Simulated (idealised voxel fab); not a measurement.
process module | voxel lift off
cross-section cut | 245 nm wide | cells 5 nm
A cross-section is a grid of square cells, given in bands from the top down. A band is one or more rows of cells.
Each band's line starts with the height of the band's top and of its bottom, in nm. Then come its materials from left to right, each with its width in nm. One material with "throughout" fills the band from edge to edge. "air" is empty space.
Height 0 is the level under which the wafer as received is all one material. The lowest band goes on downwards, as in "0 down".
A width such as "30 to 40" changes by the same amount from each row of cells to the next, from the band's top row to its bottom row.
"no change" after a step means that no cell of the cross-section changed.
closed voids: empty space of 8 cells or more with no open way to the top, each as width x height at its distance from the left edge, in nm
after a step's settings: what the simulator itself notes on the step
overlay nm, on a step with a mask: how far to the right of its planned place the mask lay; to the left if negative
plan
1 op RECEIVE | material Si
2 op CONFORMAL_DEP | material SiO2 | thk nm 10
3 op PATTERN | tone open | mask id LINES | material resist | width nm 30 | pitch nm 45 | thk nm 30 | overlay nm 0
4 op DIRECTIONAL_DEP | material Ru | thk nm 15
5 op STRIP | etch materials resist
6 op CONFORMAL_DEP | material SiCN | thk nm 5
as received, after step 1
  0 down: Si throughout
  closed voids: none
first wafer at the end, as planned
  30 to 25: air 55 | SiCN 40 | air 5 | SiCN 40 | air 5 | SiCN 40 | air 60
  25 to 15: air 55 | SiCN 5 | Ru 30 | SiCN 5 | air 5 | SiCN 5 | Ru 30 | SiCN 5 | air 5 | SiCN 5 | Ru 30 | SiCN 5 | air 60
  15 to 10: SiCN 60 | Ru 30 | SiCN 15 | Ru 30 | SiCN 15 | Ru 30 | SiCN 65
  10 to 0: SiO2 throughout
  0 down: Si throughout
  closed voids: none
second wafer at the end: like start, like plan, one mistake
  30 to 25: SiCN 65 | air 20 | SiCN 25 | air 20 | SiCN 25 | air 20 | SiCN 70
  25 to 15: Ru 60 | SiCN 5 | air 20 | SiCN 5 | Ru 15 | SiCN 5 | air 20 | SiCN 5 | Ru 15 | SiCN 5 | air 20 | SiCN 5 | Ru 65
  15 to 10: Ru 60 | SiCN 30 | Ru 15 | SiCN 30 | Ru 15 | SiCN 30 | Ru 65
  10 to 0: SiO2 throughout
  0 down: Si throughout
  closed voids: none
what went wrong: step 3 ran as: op PATTERN | tone cover | mask id LINES | material resist | width nm 30 | pitch nm 45 | thk nm 30 | overlay nm 0
at the end the second wafer has, in cells: 39 more of Ru
